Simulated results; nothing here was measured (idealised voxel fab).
Process module heading - voxel capacitor over wiring
Pictured: cross-section cut, 150 nm wide, on a grid of 5 nm square cells.
Reading order for cross-sections: top band down to bottom band. Underlying form: a grid of square cells. Band size: one or more rows of cells.
Read a band's entry like this: the first values are the height of its top and the height of its bottom in nm, and what follows is the sequence of materials from left to right, each with its width in nm. Note that "empty" is empty space, and that a single material marked "all across" reaches across the band from edge to edge.
The level at which height equals 0 is the one under which the wafer, as it arrives, is entirely one material. No lower edge exists for the bottom band, which continues downward and is notated as in "0 -> down".
A width given as "30..40" starts at the first number in the band's top row and ends at the second number in its bottom row, shifting by an equal amount at every step from row to row.
Take "nothing altered" at face value: in the step it is given for, the cross-section changed in none of its cells.
The list in "Enclosed voids" covers empty spaces of 8 cells or more that cannot reach the top through any open way, and it gives each as width x height at distance; the distance is from the left edge, and width, height and distance are in nm.
The remark found on a step's line after its settings is issued by the simulator itself and pertains to that step.
If you see "overlay nm" on a step's line and that step has a mask, it's telling you how far right of where it was planned the mask ended up; a negative number means it went left instead.

**Process steps foreseen in the plan**
1 RECEIVE, material Si
2 CONFORMAL_DEP, material SiO2, thk nm 15
3 CONFORMAL_DEP, material SiN, thk nm 5
4 DIRECTIONAL_DEP, material lowk, thk nm 25
5 PATTERN, tone open, mask id METAL_1, material resist, width nm 25, pitch nm 95, thk nm 20, overlay nm 0
6 DIRECTIONAL_ETCH, etch materials lowk, depth nm 25
7 DIRECTIONAL_ETCH, etch materials SiN, depth nm 5
8 STRIP, etch materials resist
9 CONFORMAL_DEP, material TiN, thk nm 5
10 FILL_DEP, material Cu, thk nm 10
11 CMP, height nm 45
12 CONFORMAL_DEP, material SiCN, thk nm 5
13 DIRECTIONAL_DEP, material lowk, thk nm 20
14 DIRECTIONAL_DEP, material aC, thk nm 15
15 PATTERN, tone open, mask id PLUG_1, material resist, width nm 15, thk nm 35, overlay nm 0
16 DIRECTIONAL_ETCH, etch materials aC, depth nm 15
17 STRIP, etch materials resist
18 DIRECTIONAL_ETCH, etch materials lowk, depth nm 20
19 DIRECTIONAL_ETCH, etch materials SiCN, depth nm 5
20 STRIP, etch materials aC
21 CONFORMAL_DEP, material TiN, thk nm 5
22 FILL_DEP, material Ru, thk nm 10
23 CMP, height nm 70
24 DIRECTIONAL_DEP, material TiN, thk nm 5
25 DIRECTIONAL_DEP, material Al2O3, thk nm 5
26 DIRECTIONAL_DEP, material TiN, thk nm 10
27 DIRECTIONAL_DEP, material aC, thk nm 10
28 PATTERN, tone cover, mask id UPPER_PLATE, material resist, width nm 75, thk nm 30, overlay nm 0
29 DIRECTIONAL_ETCH, etch materials aC, depth nm 10
30 STRIP, etch materials resist
31 DIRECTIONAL_ETCH, etch materials TiN, depth nm 10
32 DIRECTIONAL_ETCH, etch materials Al2O3, depth nm 5
33 STRIP, etch materials aC
34 MASKED_ETCH, tone cover, mask id LOWER_PLATE, width nm 85, etch materials TiN, depth nm 5, overlay nm 0
35 FILL_DEP, material SiO2, thk nm 20
36 CMP, height nm 105
37 DIRECTIONAL_DEP, material aC, thk nm 15
38 PATTERN, tone open, mask id PLUG_2, material resist, width nm 15, thk nm 30, overlay nm 0
39 DIRECTIONAL_ETCH, etch materials aC, depth nm 15
40 STRIP, etch materials resist
41 DIRECTIONAL_ETCH, etch materials SiO2, depth nm 15
42 STRIP, etch materials aC
43 CONFORMAL_DEP, material TiN, thk nm 5
44 FILL_DEP, material Cu, thk nm 10
45 CMP, height nm 105
46 CONFORMAL_DEP, material SiN, thk nm 5

**The cross-section here shows the wafer as received, i.e. in its state after step 1**
  0 -> down = Si all across
  Enclosed voids: none

**As-planned run: cross-section of the first of two wafers at end of module**
  110 -> 105 = SiN all across
  105 -> 95 = SiO2: 35, TiN: 5, Cu: 5, TiN: 5, SiO2: 100
  95 -> 90 = SiO2: 35, TiN: 15, SiO2: 100
  90 -> 80 = SiO2: 25, TiN: 75, SiO2: 50
  80 -> 75 = SiO2: 25, Al2O3: 75, SiO2: 50
  75 -> 70 = SiO2: 20, TiN: 85, SiO2: 45
  70 -> 50 = lowk: 25, TiN: 5, Ru: 5, TiN: 5, lowk: 110
  50 -> 45 = SiCN: 25, TiN: 15, SiCN: 110
  45 -> 20 = lowk: 15, TiN: 5, Cu: 15, TiN: 5, lowk: 70, TiN: 5, Cu: 15, TiN: 5, lowk: 15
  20 -> 15 = SiN: 15, TiN: 25, SiN: 70, TiN: 25, SiN: 15
  15 -> 0 = SiO2 all across
  0 -> down = Si all across
  Enclosed voids: none

**So this is wafer number two of the two, cut at the end of the module - it started where the first did and had the same plan, we just got one thing wrong running it**
  110 -> 105 = SiN all across
  105 -> 95 = SiO2: 35, TiN: 5, Cu: 5, TiN: 5, SiO2: 100
  95 -> 90 = SiO2: 35, TiN: 15, SiO2: 100
  90 -> 80 = SiO2: 25, TiN: 75, SiO2: 50
  80 -> 75 = SiO2: 25, Al2O3: 75, SiO2: 50
  75 -> 70 = SiO2: 20, TiN: 85, SiO2: 45
  70 -> 50 = lowk: 25, TiN: 5, Ru: 5, TiN: 5, lowk: 110
  50 -> 45 = SiCN: 25, TiN: 15, SiCN: 110
  45 -> 35 = lowk: 15, TiN: 5, Cu: 15, TiN: 5, lowk: 70, TiN: 5, Cu: 15, TiN: 5, lowk: 15
  35 -> 30 = SiN: 15, TiN: 25, SiN: 70, TiN: 25, SiN: 15
  30 -> 0 = SiO2 all across
  0 -> down = Si all across
  Enclosed voids: none
Against the plan, the run slipped here: plan step 2 ran twice
The closing comparison, in cells, has the second wafer with more or fewer of some materials than the first: -18 Cu; +90 SiO2; -12 TiN; -60 lowk
